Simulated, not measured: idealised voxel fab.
process module | voxel ribs on slabs
cross-section cut | 180 nm wide | cells 5 nm
A cross-section is a grid of square cells, given in bands from the top down. A band is one or more rows of cells.
Each band's line starts with the height of the band's top and of its bottom, in nm. Then come its materials from left to right, each with its width in nm. One material with "throughout" fills the band from edge to edge. "air" is empty space.
Height 0 is the level under which the wafer as received is all one material. The lowest band goes on downwards, as in "0 down".
A width such as "30 to 40" changes by the same amount from each row of cells to the next, from the band's top row to its bottom row.
"no change" after a step means that no cell of the cross-section changed.
closed voids: empty space of 8 cells or more with no open way to the top, each as width x height at its distance from the left edge, in nm
after a step's settings: what the simulator itself notes on the step
overlay nm, on a step with a mask: how far to the right of its planned place the mask lay; to the left if negative
plan
1 op RECEIVE | material Si
2 op DIRECTIONAL_DEP | material SiO2 | thk nm 30
3 op DIRECTIONAL_DEP | material SiN | thk nm 25
4 op DIRECTIONAL_DEP | material aC | thk nm 15
5 op PATTERN | tone cover | mask id RIB | material resist | width nm 25 | thk nm 35 | overlay nm 0
6 op DIRECTIONAL_ETCH | etch materials aC | depth nm 5
7 op STRIP | etch materials resist
8 op DIRECTIONAL_ETCH | etch materials SiN | depth nm 5
9 op STRIP | etch materials aC
10 op PATTERN | tone cover | mask id SLAB | material resist | width nm 65 | thk nm 15 | overlay nm 0
11 op DIRECTIONAL_ETCH | etch materials SiN | depth nm 20
12 op STRIP | etch materials resist
13 op FILL_DEP | material SiO2 | thk nm 25
14 op CMP | height nm 75
15 op DIRECTIONAL_DEP | material TiN | thk nm 10
16 op MASKED_ETCH | tone cover | mask id HEATER | width nm 35 | etch materials TiN | depth nm 10 | overlay nm 0
17 op CONFORMAL_DEP | material SiN | thk nm 10
varied across the wafers: depth nm of step 6. The plan shows the first wafer's value. All wafers start alike
first wafer as received, after step 1
  0 down: Si throughout
  closed voids: none
first wafer at the end, after step 17
  95 to 85: air 60 | SiN 55 | air 65
  85 to 75: SiN 70 | TiN 35 | SiN 75
  75 to 55: SiO2 throughout
  55 to 35: SiO2 55 | SiN 65 | SiO2 60
  35 to 30: SiN throughout
  30 to 0: SiO2 throughout
  0 down: Si throughout
  closed voids: none
last wafer at the end
  95 to 85: air 60 | SiN 55 | air 65
  85 to 75: SiN 70 | TiN 35 | SiN 75
  75 to 55: SiO2 throughout
  55 to 50: SiO2 75 | SiN 25 | SiO2 80
  50 to 30: SiO2 55 | SiN 65 | SiO2 60
  30 to 0: SiO2 throughout
  0 down: Si throughout
  closed voids: none
each wafer at the end: cells of each material gained (+) or lost (-) since it was received, then its closed voids
depth nm 5 | +168 SiN | +452 SiO2 | +14 TiN | closed voids: none
depth nm 10 | +168 SiN | +452 SiO2 | +14 TiN | closed voids: none
depth nm 15 | +137 SiN | +483 SiO2 | +14 TiN | closed voids: none
depth nm 20 | +137 SiN | +483 SiO2 | +14 TiN | closed voids: none
depth nm 25 | +137 SiN | +483 SiO2 | +14 TiN | closed voids: none
depth nm 30 | +137 SiN | +483 SiO2 | +14 TiN | closed voids: none
